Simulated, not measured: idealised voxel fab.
The process module that follows is named voxel air gaps.
For reference, the cross-section in this document is cut, with width 215 nm and square cells of 5 nm.
This document writes a cross-section as a grid whose cells are square, and gives it as bands, listed from the top down; one or more rows of cells form a band.
Basically the band line says how high the top is and how high the bottom is, in nm, and then what's in it from left to right, every material with its width in nm. Empty space shows up as "empty", and if a single material carries "full width" it runs the full band edge to edge.
Where do heights start? At 0: under that level the wafer as delivered is made of one material only. And the lowest band has no floor; it just carries on downward, as in "0 nm and below".
So if you see something like "30..40" for the width, read it as the top row of the band sitting at the first number and the bottom row at the second, with every row in between moving by the same amount as the last.
For the purposes of this document, the phrase "same as before" attached to a step denotes that no cell within the cross-section was modified by that step.
"Cavities, sealed" - sealed voids, min. 8 cells, no opening to top; format: width x height at distance (distance from left edge; nm throughout).
Note: text after step settings on the step line = simulator remark on that step.
overlay nm: step with mask; distance mask lay right of planned place; negative value = left of planned place.
**The following list gives the planned process steps**
1 RECEIVE,material Si
2 CONFORMAL_DEP,material SiO2,thk nm 10
3 CONFORMAL_DEP,material SiN,thk nm 5
4 DIRECTIONAL_DEP,material lowk,thk nm 35
5 DIRECTIONAL_DEP,material aC,thk nm 15
6 PATTERN,tone open,mask id LINES,material resist,width nm 15,pitch nm 45,thk nm 35,overlay nm 0
7 DIRECTIONAL_ETCH,etch materials aC,depth nm 15
8 STRIP,etch materials resist
9 DIRECTIONAL_ETCH,etch materials lowk,depth nm 35
10 STRIP,etch materials aC
11 CONFORMAL_DEP,material TiN,thk nm 5
12 FILL_DEP,material Ru,thk nm 10
13 CMP,height nm 50
14 EPI,material Ru,thk nm 10
15 SELECTIVE_ETCH,etch materials lowk,depth nm 45
16 CONFORMAL_DEP,material SiN,thk nm 5
**as received, after step 1**
* 0 nm and below = Si full width
* Cavities, sealed: none
**Starting structure and process plan are as shown above, but one mistake was made in running the module; the wafer cross-section at the end of the module follows**
* 65 nm to 60 nm = empty 35; SiN 135; empty 45
* 60 nm to 50 nm = empty 35; SiN 5; Ru 35; SiN 10; Ru 35; SiN 10; Ru 35; SiN 5; empty 45
* 50 nm to 45 nm = empty 35; SiN 15; TiN 5; Ru 5; TiN 5; SiN 30; TiN 5; Ru 5; TiN 5; SiN 30; TiN 5; Ru 5; TiN 5; SiN 15; empty 45
* 45 nm to 20 nm = empty 45; SiN 5; TiN 5; Ru 5; TiN 5; SiN 5; empty 20; SiN 5; TiN 5; Ru 5; TiN 5; SiN 5; empty 20; SiN 5; TiN 5; Ru 5; TiN 5; SiN 5; empty 55
* 20 nm to 15 nm = SiN 50; TiN 15; SiN 30; TiN 15; SiN 30; TiN 15; SiN 60
* 15 nm to 10 nm = SiN full width
* 10 nm to 0 nm = SiO2 full width
* 0 nm and below = Si full width
* Cavities, sealed: 20 x 25 at 70; 20 x 25 at 115
What went wrong in running the wafer? step 6 changed vs plan, executed as PATTERN,tone open,mask id LINES,material resist,width nm 15,pitch nm 45,thk nm 35,overlay nm -5
